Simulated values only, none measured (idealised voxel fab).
process module | voxel transistor to metal
cross-section cut | 185 nm wide | cells 5 nm
A cross-section is a grid of square cells, given in bands from the top down. A band is one or more rows of cells.
Each band's line starts with the height of the band's top and of its bottom, in nm. Then come its materials from left to right, each with its width in nm. One material with "throughout" fills the band from edge to edge. "air" is empty space.
Height 0 is the level under which the wafer as received is all one material. The lowest band goes on downwards, as in "0 down".
A width such as "30 to 40" changes by the same amount from each row of cells to the next, from the band's top row to its bottom row.
"no change" after a step means that no cell of the cross-section changed.
closed voids: empty space of 8 cells or more with no open way to the top, each as width x height at its distance from the left edge, in nm
after a step's settings: what the simulator itself notes on the step
overlay nm, on a step with a mask: how far to the right of its planned place the mask lay; to the left if negative
plan
1 op RECEIVE | material Si
2 op OXIDIZE | depth nm 5
3 op CONFORMAL_DEP | material SiN | thk nm 10
4 op PATTERN | tone cover | mask id ACTIVE | material resist | width nm 120 | thk nm 15 | overlay nm 0
5 op DIRECTIONAL_ETCH | etch materials SiN | depth nm 10
6 op DIRECTIONAL_ETCH | etch materials SiO2 | depth nm 5
7 op DIRECTIONAL_ETCH | etch materials Si | depth nm 25
8 op STRIP | etch materials resist
9 op OXIDIZE | depth nm 5
10 op FILL_DEP | material SiO2 | thk nm 15
11 op CMP | height nm 10
12 op SELECTIVE_ETCH | etch materials SiO2 | depth nm 10
13 op STRIP | etch materials SiN
14 op SELECTIVE_ETCH | etch materials SiO2 | depth nm 5
15 op OXIDIZE | depth nm 5
16 op DIRECTIONAL_DEP | material polySi | thk nm 25
17 op DIRECTIONAL_DEP | material SiCN | thk nm 15
18 op PATTERN | tone cover | mask id GATE | material resist | width nm 30 | thk nm 15 | overlay nm 0
19 op DIRECTIONAL_ETCH | etch materials SiCN | depth nm 25
20 op DIRECTIONAL_ETCH | etch materials polySi | depth nm 35
21 op STRIP | etch materials resist
22 op CONFORMAL_DEP | material SiO2 | thk nm 5
23 op DIRECTIONAL_ETCH | etch materials SiO2 | depth nm 5
24 op CONFORMAL_DEP | material SiN | thk nm 5
25 op DIRECTIONAL_ETCH | etch materials SiN | depth nm 5
26 op DIRECTIONAL_ETCH | etch materials SiO2 | depth nm 5
27 op DIRECTIONAL_ETCH | etch materials Si | depth nm 5
28 op EPI | material nSi | thk nm 10
29 op FILL_DEP | material SiO2 | thk nm 10
30 op CMP | height nm 20
31 op STRIP | etch materials polySi
32 op SELECTIVE_ETCH | etch materials SiO2 | depth nm 5
33 op CONFORMAL_DEP | material HfO2 | thk nm 5
34 op CONFORMAL_DEP | material TiN | thk nm 5
35 op FILL_DEP | material W | thk nm 5
36 op CMP | height nm 15
37 op DIRECTIONAL_DEP | material SiO2 | thk nm 10
38 op DIRECTIONAL_DEP | material aC | thk nm 15
39 op PATTERN | tone open | mask id CONTACT | material resist | width nm 20 | pitch nm 90 | thk nm 30 | overlay nm 0
40 op DIRECTIONAL_ETCH | etch materials aC | depth nm 15
41 op STRIP | etch materials resist
42 op DIRECTIONAL_ETCH | etch materials SiO2 | depth nm 30
43 op STRIP | etch materials aC
44 op CONFORMAL_DEP | material TiN | thk nm 5
45 op FILL_DEP | material Ru | thk nm 10
46 op CMP | height nm 25
47 op CONFORMAL_DEP | material SiN | thk nm 5
48 op DIRECTIONAL_DEP | material lowk | thk nm 20
49 op MASKED_ETCH | tone open | mask id METAL_1 | width nm 20 | pitch nm 90 | etch materials lowk | depth nm 20 | overlay nm 0
50 op MASKED_ETCH | tone open | mask id METAL_1 | width nm 20 | pitch nm 90 | etch materials SiN | depth nm 5 | overlay nm 0
51 op CONFORMAL_DEP | material TiN | thk nm 5
52 op FILL_DEP | material W | thk nm 10
53 op CMP | height nm 50
54 op EPI | material Ru | thk nm 5
55 op FILL_DEP | material SiCN | thk nm 5
56 op DIRECTIONAL_DEP | material lowk | thk nm 30
57 op PATTERN | tone open | mask id METAL_2_HOLES | material resist | width nm 15 | pitch nm 90 | thk nm 20 | overlay nm 0
58 op DIRECTIONAL_ETCH | etch materials lowk | depth nm 30
59 op STRIP | etch materials resist
60 op PATTERN | tone open | mask id METAL_2 | material resist | width nm 20 | pitch nm 90 | thk nm 15 | overlay nm 0
61 op DIRECTIONAL_ETCH | etch materials lowk | depth nm 20
62 op DIRECTIONAL_ETCH | etch materials SiCN | depth nm 5
63 op STRIP | etch materials resist
64 op CONFORMAL_DEP | material TiN | thk nm 5
65 op FILL_DEP | material Cu | thk nm 10
66 op CMP | height nm 90
67 op CONFORMAL_DEP | material SiN | thk nm 5
varied across the wafers: depth nm of step 2. The plan shows the first wafer's value. All wafers start alike
first wafer as received, after step 1
  0 down: Si throughout
  closed voids: none
each wafer at the end: cells of each material gained (+) or lost (-) since it was received, then its closed voids
depth nm 5 | +18 Cu | +16 HfO2 | +32 Ru | -161 Si | +56 SiCN | +74 SiN | +220 SiO2 | +96 TiN | +28 W | +294 lowk | +30 nSi | closed voids: none
depth nm 10 | +18 Cu | +16 HfO2 | +32 Ru | -101 Si | +56 SiCN | +74 SiN | +132 SiO2 | +96 TiN | +28 W | +294 lowk | +58 nSi | closed voids: none
depth nm 15 | +18 Cu | +16 HfO2 | +32 Ru | -111 Si | +56 SiCN | +74 SiN | +200 SiO2 | +96 TiN | +28 W | +294 lowk | closed voids: none
depth nm 20 | +18 Cu | +16 HfO2 | +32 Ru | -148 Si | +56 SiCN | +74 SiN | +237 SiO2 | +96 TiN | +28 W | +294 lowk | closed voids: none
